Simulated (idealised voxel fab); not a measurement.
process module | voxel double patterning
cross-section cut | 265 nm wide | cells 5 nm
A cross-section is a grid of square cells, given in bands from the top down. A band is one or more rows of cells.
Each band's line starts with the height of the band's top and of its bottom, in nm. Then come its materials from left to right, each with its width in nm. One material with "throughout" fills the band from edge to edge. "air" is empty space.
Height 0 is the level under which the wafer as received is all one material. The lowest band goes on downwards, as in "0 down".
A width such as "30 to 40" changes by the same amount from each row of cells to the next, from the band's top row to its bottom row.
"no change" after a step means that no cell of the cross-section changed.
closed voids: empty space of 8 cells or more with no open way to the top, each as width x height at its distance from the left edge, in nm
after a step's settings: what the simulator itself notes on the step
overlay nm, on a step with a mask: how far to the right of its planned place the mask lay; to the left if negative
plan
1 op RECEIVE | material Si
2 op CONFORMAL_DEP | material SiO2 | thk nm 10
3 op DIRECTIONAL_DEP | material polySi | thk nm 10
4 op DIRECTIONAL_DEP | material SiCN | thk nm 5
5 op DIRECTIONAL_DEP | material aC | thk nm 15
6 op PATTERN | tone open | mask id FIRST | material resist | width nm 15 | pitch nm 50 | thk nm 30 | overlay nm 0
7 op DIRECTIONAL_ETCH | etch materials aC | depth nm 15
8 op STRIP | etch materials resist
9 op DIRECTIONAL_ETCH | etch materials SiCN | depth nm 5
10 op STRIP | etch materials aC
11 op PATTERN | tone open | mask id SECOND | material resist | width nm 15 | thk nm 15 | overlay nm 0
12 op DIRECTIONAL_ETCH | etch materials SiCN | depth nm 5
13 op STRIP | etch materials resist
14 op DIRECTIONAL_ETCH | etch materials polySi | depth nm 10
15 op STRIP | etch materials SiCN
first wafer, as planned
as received, after step 1
  0 down: Si throughout
  closed voids: none
after step 2
  10 to 0: SiO2 throughout
  below 0: unchanged
after step 3
  20 to 10: polySi throughout
  below 10: unchanged
after step 4
  25 to 20: SiCN throughout
  below 20: unchanged
after step 5
  40 to 25: aC throughout
  below 25: unchanged
after step 6
  70 to 40: resist 100 | air 15 | resist 35 | air 15 | resist 100
  below 40: unchanged
after step 7
  55 to 40: resist 100 | air 15 | resist 35 | air 15 | resist 100
  40 to 25: aC 100 | air 15 | aC 35 | air 15 | aC 100
  below 25: unchanged
after step 8
  40 to 25: aC 100 | air 15 | aC 35 | air 15 | aC 100
  below 25: unchanged
after step 9
  40 to 25: aC 100 | air 15 | aC 35 | air 15 | aC 100
  25 to 20: SiCN 100 | air 15 | SiCN 35 | air 15 | SiCN 100
  below 20: unchanged
after step 10
  25 to 20: SiCN 100 | air 15 | SiCN 35 | air 15 | SiCN 100
  below 20: unchanged
after step 11
  40 to 25: resist 125 | air 15 | resist 125
  25 to 20: SiCN 100 | resist 15 | SiCN 35 | resist 15 | SiCN 100
  below 20: unchanged
after step 12
  40 to 25: resist 125 | air 15 | resist 125
  25 to 20: SiCN 100 | resist 15 | SiCN 10 | air 15 | SiCN 10 | resist 15 | SiCN 100
  below 20: unchanged
after step 13
  25 to 20: SiCN 100 | air 15 | SiCN 10 | air 15 | SiCN 10 | air 15 | SiCN 100
  below 20: unchanged
after step 14
  25 to 20: SiCN 100 | air 15 | SiCN 10 | air 15 | SiCN 10 | air 15 | SiCN 100
  20 to 10: polySi 100 | air 15 | polySi 10 | air 15 | polySi 10 | air 15 | polySi 100
  below 10: unchanged
after step 15
  20 to 10: polySi 100 | air 15 | polySi 10 | air 15 | polySi 10 | air 15 | polySi 100
  below 10: unchanged
second wafer: like start, like plan, one mistake. Through step 1 it matches the first wafer
when step 2 should have ended: no change
when step 3 should have ended
  10 to 0: polySi throughout
  below 0: unchanged
when step 4 should have ended
  15 to 10: SiCN throughout
  below 10: unchanged
when step 5 should have ended
  30 to 15: aC throughout
  below 15: unchanged
when step 6 should have ended
  60 to 30: resist 100 | air 15 | resist 35 | air 15 | resist 100
  below 30: unchanged
when step 7 should have ended
  45 to 30: resist 100 | air 15 | resist 35 | air 15 | resist 100
  30 to 15: aC 100 | air 15 | aC 35 | air 15 | aC 100
  below 15: unchanged
when step 8 should have ended
  30 to 15: aC 100 | air 15 | aC 35 | air 15 | aC 100
  below 15: unchanged
when step 9 should have ended
  30 to 15: aC 100 | air 15 | aC 35 | air 15 | aC 100
  15 to 10: SiCN 100 | air 15 | SiCN 35 | air 15 | SiCN 100
  below 10: unchanged
when step 10 should have ended
  15 to 10: SiCN 100 | air 15 | SiCN 35 | air 15 | SiCN 100
  below 10: unchanged
when step 11 should have ended
  30 to 15: resist 125 | air 15 | resist 125
  15 to 10: SiCN 100 | resist 15 | SiCN 35 | resist 15 | SiCN 100
  below 10: unchanged
when step 12 should have ended
  30 to 15: resist 125 | air 15 | resist 125
  15 to 10: SiCN 100 | resist 15 | SiCN 10 | air 15 | SiCN 10 | resist 15 | SiCN 100
  below 10: unchanged
when step 13 should have ended
  15 to 10: SiCN 100 | air 15 | SiCN 10 | air 15 | SiCN 10 | air 15 | SiCN 100
  below 10: unchanged
when step 14 should have ended
  15 to 10: SiCN 100 | air 15 | SiCN 10 | air 15 | SiCN 10 | air 15 | SiCN 100
  10 to 0: polySi 100 | air 15 | polySi 10 | air 15 | polySi 10 | air 15 | polySi 100
  below 0: unchanged
when step 15 should have ended
  10 to 0: polySi 100 | air 15 | polySi 10 | air 15 | polySi 10 | air 15 | polySi 100
  below 0: unchanged
what went wrong: step 2 was left out
at the end the second wafer has, in cells: 106 fewer of SiO2
